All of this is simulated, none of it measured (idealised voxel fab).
Name of the process module below: voxel double patterning
Section shown: cut. Width: 295 nm. Cell size: 5 nm, square.
Format of a cross-section: grid, square cells. Given as bands. Order: top down. Band: one or more rows of cells. Each band's line starts with the height of the band's top and of its bottom, in nm. Then come its materials from left to right, each with its width in nm. One material with "full width" fills the band from edge to edge. "empty" is empty space. The level at which height equals 0 is the one under which the wafer, as it arrives, is entirely one material. No lower edge exists for the bottom band, which continues downward and is notated as in "z 0 and below". With a width like "30->40", each row of cells in the band differs from the next by the same amount, the top row carrying the first number and the bottom row the second. Where a step carries "everything unchanged", the cross-section came out of it unchanged, cell for cell. Any empty space of 8 cells or more lacking an open way to the top shows up in "Closed void list" as width x height at distance, distance from the left edge, in nm. That trailing text on a step's line, after the settings, is the simulator's own remark on the step. overlay nm: mask right of planned place by this much (step with mask). Neg. = left.
PLAN
| 1 | RECEIVE (material Si) |
| 2 | CONFORMAL_DEP (material SiN; thk nm 10) |
| 3 | DIRECTIONAL_DEP (material SiO2; thk nm 15) |
| 4 | DIRECTIONAL_DEP (material SiCN; thk nm 5) |
| 5 | PATTERN (tone open; mask id FIRST; material resist; width nm 15; pitch nm 50; thk nm 15; overlay nm 0) |
| 6 | DIRECTIONAL_ETCH (etch materials SiCN; depth nm 5) |
| 7 | STRIP (etch materials resist) |
| 8 | DIRECTIONAL_DEP (material aC; thk nm 10) |
| 9 | PATTERN (tone open; mask id SECOND; material resist; width nm 15; thk nm 30; overlay nm 0) |
| 10 | DIRECTIONAL_ETCH (etch materials aC; depth nm 10) |
| 11 | STRIP (etch materials resist) |
| 12 | DIRECTIONAL_ETCH (etch materials SiCN; depth nm 5) |
| 13 | STRIP (etch materials aC) |
| 14 | DIRECTIONAL_ETCH (etch materials SiO2; depth nm 15) |
| 15 | STRIP (etch materials SiCN) |
CROSS-SECTION OF THE INCOMING WAFER, STATE AFTER STEP 1
	z 0 and below = Si full width
	Closed void list: none
AS-PLANNED RUN: CROSS-SECTION OF THE FIRST OF TWO WAFERS AT END OF MODULE
	z 25 to 10 = SiO2 115 / empty 15 / SiO2 10 / empty 15 / SiO2 10 / empty 15 / SiO2 115
	z 10 to 0 = SiN full width
	z 0 and below = Si full width
	Closed void list: none
SO THIS IS WAFER NUMBER TWO OF THE TWO, CUT AT THE END OF THE MODULE - IT STARTED WHERE THE FIRST DID AND HAD THE SAME PLAN, WE JUST GOT ONE THING WRONG RUNNING IT
	z 25 to 10 = SiO2 115 / empty 15 / SiO2 5 / empty 15 / SiO2 15 / empty 15 / SiO2 115
	z 10 to 0 = SiN full width
	z 0 and below = Si full width
	Closed void list: none
Which mistake was made when the wafer was run? step 9 ran with different settings than intended, the actual operation and settings being PATTERN (tone open; mask id SECOND; material resist; width nm 15; thk nm 30; overlay nm -5)
Tallied in cells, the final second wafer holds each material in the same quantity as the first, although not at the same places.
